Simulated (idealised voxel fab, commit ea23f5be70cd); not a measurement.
Process module in this document: voxel plated lines
cross-section cut | 190 nm wide | cells 5 nm
Cross-section layout: square cells on a grid; listed as bands, top to bottom; a band spans one or more cell rows. It is stipulated that each band's entry specify, in nanometres, the height of the top of the band and then that of its bottom, followed by the materials of the band in left-to-right sequence, each together with its width in nanometres. A single material marked by the word "all across" is understood to fill the band from edge to edge; the word "blank" is understood to denote empty space. A quick word on heights: they are counted from 0, and under that level the wafer as it came to us is one material throughout. The lowest band is different from the rest in having no bottom; it simply continues downward, written as in "top 0, no bottom". A width given as "30 to 40" starts at the first number in the band's top row and ends at the second number in its bottom row, shifting by an equal amount at every step from row to row. Step note "same as before" = no cross-section cell changed. Voids not open to the top, 8 cells minimum: see "Sealed void listing". Written width x height at distance; distance is from the left edge; nm. On a step's line, text after the settings is the simulator commenting on that step. Steps that use a mask can have "overlay nm" on their line. It says how far the mask sat to the right of where it was meant to be. Negative means to the left.
**plan**
| 1 | op RECEIVE | material Si |
| 2 | op CONFORMAL_DEP | material Al2O3 | thk nm 5 |
| 3 | op DIRECTIONAL_DEP | material TiN | thk nm 5 |
| 4 | op PATTERN | tone open | mask id LINES | material resist | width nm 20 | pitch nm 35 | thk nm 15 | overlay nm 0 |
| 5 | op EPI | material Ru | thk nm 5 |
| 6 | op STRIP | etch materials resist |
| 7 | op DIRECTIONAL_ETCH | etch materials TiN | depth nm 5 |
| 8 | op CONFORMAL_DEP | material SiN | thk nm 10 |
For clarity, it should be stated that the wafers under discussion commence in an identical condition and differ with respect to the thk nm of step 3, the plan indicating the value that the first wafer had.
**The first of several wafers, as received after step 1, seen in section**
	top 0, no bottom: Si all across
	Sealed void listing: none
**First wafer of several, cross-section, module end, after step 8 (last)**
	top 25, bottom 15: blank=20; SiN=145; blank=25
	top 15, bottom 10: SiN=30; Ru=20; SiN=15; Ru=20; SiN=15; Ru=20; SiN=15; Ru=20; SiN=35
	top 10, bottom 5: SiN=30; TiN=20; SiN=15; TiN=20; SiN=15; TiN=20; SiN=15; TiN=20; SiN=35
	top 5, bottom 0: Al2O3 all across
	top 0, no bottom: Si all across
	Sealed void listing: none
**Cross-section of the final wafer among several, taken at the end of the module**
	top 40, bottom 30: blank=20; SiN=145; blank=25
	top 30, bottom 25: SiN=30; Ru=20; SiN=15; Ru=20; SiN=15; Ru=20; SiN=15; Ru=20; SiN=35
	top 25, bottom 20: SiN=30; TiN=20; SiN=15; TiN=20; SiN=15; TiN=20; SiN=15; TiN=20; SiN=35
	top 20, bottom 5: TiN all across
	top 5, bottom 0: Al2O3 all across
	top 0, no bottom: Si all across
	Sealed void listing: none
**The table below has one row for each wafer; a row shows, as of the end of the module, how many cells of each material the wafer has gained, marked (+), or lost, marked (-), since it was received, and then the wafer's closed voids**
thk nm 5 | +38 Al2O3 | +16 Ru | +102 SiN | +16 TiN | Sealed void listing: none
thk nm 10 | +38 Al2O3 | +16 Ru | +102 SiN | +54 TiN | Sealed void listing: none
thk nm 15 | +38 Al2O3 | +16 Ru | +102 SiN | +92 TiN | Sealed void listing: none
thk nm 20 | +38 Al2O3 | +16 Ru | +102 SiN | +130 TiN | Sealed void listing: none
